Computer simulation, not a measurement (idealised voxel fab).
Presented below is a process module, voxel ribs on slabs.
It is cross-section cut that appears here, measuring 270 nm in width, its square cells being 5 nm in size.
Cross-sections here: square-cell grids, written as top-down lists of bands, a band being one or more rows of cells.
This entry defines a band. It first specifies the height of the band's top and the height of its bottom in nm, and then specifies the band's materials from left to right, stating each material with its width in nm. The word "full width" identifies a single material that fills the band from edge to edge, while the word "air" identifies empty space.
Heads up on the height convention: 0 is the point under which the incoming wafer is all one material, and the lowest band has no bottom, it just keeps going down, like "0 -> down".
The expression "30..40" gives the width at the extremes of the band, the first number at its top row of cells and the second at its bottom row, with the width changing by equal amounts from each row to the next in between.
The cross-section has no changed cell in any step marked "same as before".
So "Closed void inventory" is basically the list of trapped voids: any empty space of 8 cells or more that can't reach the top through an opening. They're written width x height at distance, the distance being from the left edge, and it's all nm.
after a step's settings: what the simulator itself notes on the step
"overlay nm" on a masked step: distance the mask lay right of its planned place, negative for left.
# Steps in the process plan
step 1: op RECEIVE | material Si
step 2: op DIRECTIONAL_DEP | material SiO2 | thk nm 25
step 3: op DIRECTIONAL_DEP | material SiN | thk nm 20
step 4: op DIRECTIONAL_DEP | material aC | thk nm 15
step 5: op PATTERN | tone cover | mask id RIB | material resist | width nm 15 | thk nm 35 | overlay nm 0
step 6: op DIRECTIONAL_ETCH | etch materials aC | depth nm 15
step 7: op STRIP | etch materials resist
step 8: op DIRECTIONAL_ETCH | etch materials SiN | depth nm 5
step 9: op STRIP | etch materials aC
step 10: op MASKED_ETCH | tone cover | mask id SLAB | width nm 55 | etch materials SiN | depth nm 15 | overlay nm 0
step 11: op FILL_DEP | material SiO2 | thk nm 15
step 12: op CMP | height nm 55
step 13: op DIRECTIONAL_DEP | material W | thk nm 10
step 14: op PATTERN | tone cover | mask id HEATER | material resist | width nm 25 | thk nm 15 | overlay nm -15
step 15: op DIRECTIONAL_ETCH | etch materials W | depth nm 10
step 16: op STRIP | etch materials resist
step 17: op CONFORMAL_DEP | material SiN | thk nm 5
It is noted that the wafers described herein are identical at the outset and are distinguished by the overlay nm of step 14; the value stated in the plan corresponds to the first wafer.
# After step 1, as received: first of several wafers, cross-section
    0 -> down  Si full width
    Closed void inventory: none
# The figure below presents a cross-section of the first of several wafers at the conclusion of the module, following its last step, step 17
    70 -> 65  air=100, SiN=35, air=135
    65 -> 60  air=100, SiN=5, W=25, SiN=5, air=135
    60 -> 55  SiN=105, W=25, SiN=140
    55 -> 45  SiO2 full width
    45 -> 40  SiO2=125, SiN=15, SiO2=130
    40 -> 25  SiO2=105, SiN=55, SiO2=110
    25 -> 0  SiO2 full width
    0 -> down  Si full width
    Closed void inventory: none
# Last-wafer cross-section at the end of the module
    70 -> 65  air=130, SiN=35, air=105
    65 -> 60  air=130, SiN=5, W=25, SiN=5, air=105
    60 -> 55  SiN=135, W=25, SiN=110
    55 -> 45  SiO2 full width
    45 -> 40  SiO2=125, SiN=15, SiO2=130
    40 -> 25  SiO2=105, SiN=55, SiO2=110
    25 -> 0  SiO2 full width
    0 -> down  Si full width
    Closed void inventory: none
# Take any row and you have a wafer at the end of the module: how many cells of each material it has gained (+) or lost (-) since it was received, and then its closed voids
overlay nm -15; +94 SiN; +558 SiO2; +10 W; Closed void inventory: none
overlay nm -10; +94 SiN; +558 SiO2; +10 W; Closed void inventory: none
overlay nm -5; +94 SiN; +558 SiO2; +10 W; Closed void inventory: none
overlay nm 0; +94 SiN; +558 SiO2; +10 W; Closed void inventory: none
overlay nm 5; +94 SiN; +558 SiO2; +10 W; Closed void inventory: none
overlay nm 10; +94 SiN; +558 SiO2; +10 W; Closed void inventory: none
overlay nm 15; +94 SiN; +558 SiO2; +10 W; Closed void inventory: none
